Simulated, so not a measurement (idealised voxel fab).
This section sets out a process module, namely voxel gate over fins.
Cross-sectional view cut (width: 240 nm; square cell size: 5 nm).
Cross-section, as written here: a square-cell grid given band by band from the top down, where a band holds one or more rows of cells.
Band: top and bottom heights (nm) first, top before bottom; then materials from left to right, widths in nm. "throughout" marks a sole material filling the band edge to edge. "air" denotes empty space.
A quick word on heights: they are counted from 0, and under that level the wafer as it came to us is one material throughout. The lowest band is different from the rest in having no bottom; it simply continues downward, written as in "top 0, no bottom".
With a width like "30..40", each row of cells in the band differs from the next by the same amount, the top row carrying the first number and the bottom row the second.
Step marked "left unchanged"? Then no cell in the cross-section changed in it.
"Closed void entries" means: voids of 8 cells or more that are shut off from the top with no open way through. Written width x height at distance, distance from the left edge, in nm.
On each step's line, the part that comes after the settings is the simulator's own comment on the step.
overlay nm: on a step with a mask, how far right of its planned place the mask lay; negative means left.
### Steps planned for the process
1,RECEIVE (material Si)
2,CONFORMAL_DEP (material SiN; thk nm 5)
3,PATTERN (tone cover; mask id FINS; material resist; width nm 15; pitch nm 60; thk nm 15; overlay nm 0)
4,DIRECTIONAL_ETCH (etch materials SiN; depth nm 5)
5,DIRECTIONAL_ETCH (etch materials Si; depth nm 35)
6,STRIP (etch materials resist)
7,OXIDIZE (depth nm 5)
8,FILL_DEP (material SiO2; thk nm 5)
9,CMP (height nm 5)
10,MASKED_ETCH (tone open; mask id RAIL; width nm 15; etch materials SiO2; depth nm 35; overlay nm 0)
11,CONFORMAL_DEP (material TiN; thk nm 5)
12,FILL_DEP (material W; thk nm 5)
13,CMP (height nm 5)
14,SELECTIVE_ETCH (etch materials W Ru TiN; depth nm 25)
15,FILL_DEP (material SiO2; thk nm 5)
16,CMP (height nm 5)
17,SELECTIVE_ETCH (etch materials SiO2; depth nm 20)
18,STRIP (etch materials SiN)
19,CONFORMAL_DEP (material HfO2; thk nm 5)
20,CONFORMAL_DEP (material TiN; thk nm 5)
21,FILL_DEP (material W; thk nm 15)
22,CMP (height nm 20)
23,CONFORMAL_DEP (material SiN; thk nm 5)
### Wafer cross-section on receipt, i.e. after step 1
top 0, no bottom  Si throughout
Closed void entries: none
### The cross-section shown corresponds to the wafer at the conclusion of the module. The initial structure and the process plan are those presented above; however, one mistake occurred in executing the plan
top 25, bottom 20  SiN throughout
top 20, bottom 5  W throughout
top 5, bottom 0  50 nm W | 15 nm TiN | 45 nm W | 15 nm TiN | 45 nm W | 15 nm TiN | 55 nm W
top 0, bottom -10  50 nm W | 5 nm TiN | 5 nm Si | 5 nm TiN | 45 nm W | 5 nm TiN | 5 nm Si | 5 nm TiN | 45 nm W | 5 nm TiN | 5 nm Si | 5 nm TiN | 55 nm W
top -10, bottom -15  55 nm TiN | 5 nm Si | 55 nm TiN | 5 nm Si | 55 nm TiN | 5 nm Si | 60 nm TiN
top -15, bottom -20  55 nm SiO2 | 5 nm Si | 55 nm SiO2 | 5 nm Si | 55 nm SiO2 | 5 nm Si | 60 nm SiO2
top -20, bottom -25  55 nm SiO2 | 5 nm Si | 20 nm SiO2 | 5 nm TiN | 5 nm W | 5 nm TiN | 20 nm SiO2 | 5 nm Si | 55 nm SiO2 | 5 nm Si | 60 nm SiO2
top -25, bottom -30  55 nm SiO2 | 5 nm Si | 20 nm SiO2 | 15 nm TiN | 20 nm SiO2 | 5 nm Si | 55 nm SiO2 | 5 nm Si | 60 nm SiO2
top -30, bottom -40  55 nm SiO2 | 5 nm Si | 55 nm SiO2 | 5 nm Si | 55 nm SiO2 | 5 nm Si | 60 nm SiO2
top -40, no bottom  Si throughout
Closed void entries: none
Short version of what went wrong: plan step 19 never ran because it was skipped
